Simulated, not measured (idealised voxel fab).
Process module name: voxel air gaps
The cross-section shown here is cut; it is 165 nm wide and divided into square cells measuring 5 nm on a side.
A cross-section in this document is a grid of square cells, and it is written down as bands, the top band listed before the ones below it; a band is made up of one or more rows of cells. The entry gives the band's vertical extent as a top height and a bottom height in nm, then its horizontal make-up as materials from left to right, each with a width in nm. "blank" stands for empty space; a single material marked "throughout" fills the band edge to edge. Ref level 0: as-received wafer is one material below here. Bottom band extends down with no lower bound ("top 0, no bottom"). When a width is written as two numbers, as in "30..40", the first number is the width in the top row of cells of the band and the second is the width in its bottom row, and the width changes by the same amount from each row to the next. Step marked "left unchanged"? Then no cell in the cross-section changed in it. "Closed internal voids" - sealed voids, min. 8 cells, no opening to top; format: width x height at distance (distance from left edge; nm throughout). Note: text after step settings on the step line = simulator remark on that step. When a step includes a mask, the "overlay nm" setting on its line states how far to the right of its planned place that mask lay, and negative values state how far to the left.
[Planned process steps]
1: RECEIVE | material Si
2: CONFORMAL_DEP | material SiO2 | thk nm 15
3: CONFORMAL_DEP | material SiCN | thk nm 5
4: DIRECTIONAL_DEP | material SiO2 | thk nm 35
5: MASKED_ETCH | tone open | mask id LINES | width nm 20 | pitch nm 45 | etch materials SiO2 | depth nm 35 | overlay nm 0
6: CONFORMAL_DEP | material TiN | thk nm 5
7: FILL_DEP | material Cu | thk nm 5
8: CMP | height nm 55
9: EPI | material Ru | thk nm 10
10: SELECTIVE_ETCH | etch materials SiO2 | depth nm 45
11: CONFORMAL_DEP | material SiCN | thk nm 5
[The following pertains to the first of two wafers, which was processed as planned]
[Incoming wafer in cross-section (state: after step 1)]
    top 0, no bottom: Si throughout
    Closed internal voids: none
[Cross-section through the wafer, step 2 finished]
    top 15, bottom 0: SiO2 throughout
    All layers under 0 are left as they were.
[Cross-section through the wafer, step 3 finished]
    top 20, bottom 15: SiCN throughout
    All layers under 15 are left as they were.
[Cross-section through the wafer, step 4 finished]
    top 55, bottom 20: SiO2 throughout
    All layers under 20 are left as they were.
[Cross-section through the wafer, step 5 finished]
    top 55, bottom 20: SiO2 (25), then blank (20), then SiO2 (25), then blank (20), then SiO2 (25), then blank (20), then SiO2 (30)
    All layers under 20 are left as they were.
[Cross-section through the wafer, step 6 finished]
    top 60, bottom 55: TiN (30), then blank (10), then TiN (35), then blank (10), then TiN (35), then blank (10), then TiN (35)
    top 55, bottom 25: SiO2 (25), then TiN (5), then blank (10), then TiN (5), then SiO2 (25), then TiN (5), then blank (10), then TiN (5), then SiO2 (25), then TiN (5), then blank (10), then TiN (5), then SiO2 (30)
    top 25, bottom 20: SiO2 (25), then TiN (20), then SiO2 (25), then TiN (20), then SiO2 (25), then TiN (20), then SiO2 (30)
    All layers under 20 are left as they were.
[Cross-section through the wafer, step 7 finished]
    top 65, bottom 60: Cu throughout
    top 60, bottom 55: TiN (30), then Cu (10), then TiN (35), then Cu (10), then TiN (35), then Cu (10), then TiN (35)
    top 55, bottom 25: SiO2 (25), then TiN (5), then Cu (10), then TiN (5), then SiO2 (25), then TiN (5), then Cu (10), then TiN (5), then SiO2 (25), then TiN (5), then Cu (10), then TiN (5), then SiO2 (30)
    All layers under 25 are left as they were.
[Cross-section through the wafer, step 8 finished]
    top 55, bottom 25: SiO2 (25), then TiN (5), then Cu (10), then TiN (5), then SiO2 (25), then TiN (5), then Cu (10), then TiN (5), then SiO2 (25), then TiN (5), then Cu (10), then TiN (5), then SiO2 (30)
    All layers under 25 are left as they were.
[Cross-section through the wafer, step 9 finished]
    top 65, bottom 55: blank (15), then Ru (40), then blank (5), then Ru (40), then blank (5), then Ru (40), then blank (20)
    All layers under 55 are left as they were.
[Cross-section through the wafer, step 10 finished]
    top 65, bottom 55: blank (15), then Ru (40), then blank (5), then Ru (40), then blank (5), then Ru (40), then blank (20)
    top 55, bottom 25: blank (25), then TiN (5), then Cu (10), then TiN (5), then blank (25), then TiN (5), then Cu (10), then TiN (5), then blank (25), then TiN (5), then Cu (10), then TiN (5), then blank (30)
    top 25, bottom 20: blank (25), then TiN (20), then blank (25), then TiN (20), then blank (25), then TiN (20), then blank (30)
    All layers under 20 are left as they were.
[Cross-section through the wafer, step 11 finished]
    top 70, bottom 65: blank (10), then SiCN (140), then blank (15)
    top 65, bottom 55: blank (10), then SiCN (5), then Ru (40), then SiCN (5), then Ru (40), then SiCN (5), then Ru (40), then SiCN (5), then blank (15)
    top 55, bottom 50: blank (10), then SiCN (15), then TiN (5), then Cu (10), then TiN (5), then SiCN (25), then TiN (5), then Cu (10), then TiN (5), then SiCN (25), then TiN (5), then Cu (10), then TiN (5), then SiCN (15), then blank (15)
    top 50, bottom 25: blank (20), then SiCN (5), then TiN (5), then Cu (10), then TiN (5), then SiCN (5), then blank (15), then SiCN (5), then TiN (5), then Cu (10), then TiN (5), then SiCN (5), then blank (15), then SiCN (5), then TiN (5), then Cu (10), then TiN (5), then SiCN (5), then blank (25)
    top 25, bottom 20: SiCN (25), then TiN (20), then SiCN (25), then TiN (20), then SiCN (25), then TiN (20), then SiCN (30)
    All layers under 20 are left as they were.
    Closed internal voids: 15 x 25 at 50; 15 x 25 at 95
[Wafer two. Same start, same plan, one slip in execution. Same as wafer one through step 8, inclusive]
[Cross-section of the second wafer at the time step 9 of the plan should have ended]
    top 55, bottom 25: blank (25), then TiN (5), then Cu (10), then TiN (5), then blank (25), then TiN (5), then Cu (10), then TiN (5), then blank (25), then TiN (5), then Cu (10), then TiN (5), then blank (30)
    top 25, bottom 20: blank (25), then TiN (20), then blank (25), then TiN (20), then blank (25), then TiN (20), then blank (30)
    All layers under 20 are left as they were.
[Cross-section of the second wafer at the time step 10 of the plan should have ended]
    top 65, bottom 55: blank (15), then Ru (40), then blank (5), then Ru (40), then blank (5), then Ru (40), then blank (20)
    top 55, bottom 25: blank (15), then Ru (10), then TiN (5), then Cu (10), then TiN (5), then Ru (10), then blank (5), then Ru (10), then TiN (5), then Cu (10), then TiN (5), then Ru (10), then blank (5), then Ru (10), then TiN (5), then Cu (10), then TiN (5), then Ru (10), then blank (20)
    top 25, bottom 20: blank (15), then Ru (10), then TiN (20), then Ru (10), then blank (5), then Ru (10), then TiN (20), then Ru (10), then blank (5), then Ru (10), then TiN (20), then Ru (10), then blank (20)
    All layers under 20 are left as they were.
[Cross-section of the second wafer at the time step 11 of the plan should have ended]
    top 70, bottom 65: blank (10), then SiCN (140), then blank (15)
    top 65, bottom 55: blank (10), then SiCN (5), then Ru (40), then SiCN (5), then Ru (40), then SiCN (5), then Ru (40), then SiCN (5), then blank (15)
    top 55, bottom 25: blank (10), then SiCN (5), then Ru (10), then TiN (5), then Cu (10), then TiN (5), then Ru (10), then SiCN (5), then Ru (10), then TiN (5), then Cu (10), then TiN (5), then Ru (10), then SiCN (5), then Ru (10), then TiN (5), then Cu (10), then TiN (5), then Ru (10), then SiCN (5), then blank (15)
    top 25, bottom 20: SiCN (15), then Ru (10), then TiN (20), then Ru (10), then SiCN (5), then Ru (10), then TiN (20), then Ru (10), then SiCN (5), then Ru (10), then TiN (20), then Ru (10), then SiCN (20)
    All layers under 20 are left as they were.
Error vs. plan: order of steps 9 and 10 inverted relative to the plan
Heads up, by the end the second wafer has more or fewer cells of some materials compared to the first: 84 more of Ru; 34 fewer of SiCN
The final tally of closed voids stands at 2 on the first wafer and 0 on the second.
